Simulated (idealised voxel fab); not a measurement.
Name of the process module below: voxel air gaps
Displayed cross-section: cut, width of 295 nm, square cells sized 5 nm.
Cross-section, as written here: a square-cell grid given band by band from the top down, where a band holds one or more rows of cells. What a band's entry tells you: where the top is and where the bottom is, as heights in nm, and after that what lies inside, material by material from left to right, each with its width in nm. Empty space is written as the word "empty", and a single material marked with the word "edge to edge" occupies the band from edge to edge. Note: height 0 marks the level under which the wafer is uniformly one material as received. Lowest band unbounded below, written "0..down". With a width like "30 to 40", each row of cells in the band differs from the next by the same amount, the top row carrying the first number and the bottom row the second. Take "nothing was modified" at face value: in the step it is given for, the cross-section changed in none of its cells. "Closed void inventory" contains a list of empty spaces, each no smaller than 8 cells and without an open way to the top, written in the form width x height at distance with the distance from the left edge and all three in nm. Past the settings on a step's line: simulator remark, on that step. Each step line may optionally specify "overlay nm", which for a step with a mask gives the rightward distance between the mask's planned place and where it lay, a negative value indicating the leftward direction.

The following list gives the planned process steps:
1,op RECEIVE | material Si
2,op CONFORMAL_DEP | material SiO2 | thk nm 10
3,op CONFORMAL_DEP | material SiCN | thk nm 5
4,op DIRECTIONAL_DEP | material SiO2 | thk nm 40
5,op DIRECTIONAL_DEP | material aC | thk nm 15
6,op PATTERN | tone open | mask id LINES | material resist | width nm 15 | pitch nm 50 | thk nm 30 | overlay nm 0
7,op DIRECTIONAL_ETCH | etch materials aC | depth nm 15
8,op STRIP | etch materials resist
9,op DIRECTIONAL_ETCH | etch materials SiO2 | depth nm 40
10,op STRIP | etch materials aC
11,op CONFORMAL_DEP | material TiN | thk nm 5
12,op FILL_DEP | material Cu | thk nm 10
13,op CMP | height nm 55
14,op EPI | material Ru | thk nm 10
15,op SELECTIVE_ETCH | etch materials SiO2 | depth nm 50
16,op CONFORMAL_DEP | material SiCN | thk nm 5
Wafers differ in width nm at step 6; plan lists the first wafer's value; identical starting state.

Cross-sectional view of the first of several wafers in the as-received condition, corresponding to the state following step 1:
	0..down | Si edge to edge
	Closed void inventory: none

Below: a row per wafer. Contents at end of module: for every material, cells gained since receipt (+) or lost since receipt (-); then closed voids:
width nm 15; +28 Cu; +56 Ru; +230 SiCN; +118 SiO2; +68 TiN; Closed void inventory: none
width nm 20; +56 Cu; +64 Ru; +230 SiCN; +118 SiO2; +72 TiN; Closed void inventory: 20 x 30 at 90; 20 x 30 at 140; 20 x 30 at 190
width nm 25; +84 Cu; +72 Ru; +218 SiCN; +118 SiO2; +76 TiN; Closed void inventory: 15 x 30 at 90; 15 x 30 at 140; 15 x 30 at 190
width nm 30; +112 Cu; +80 Ru; +146 SiCN; +214 SiO2; +80 TiN; Closed void inventory: none
width nm 35; +140 Cu; +82 Ru; +146 SiCN; +190 SiO2; +84 TiN; Closed void inventory: none
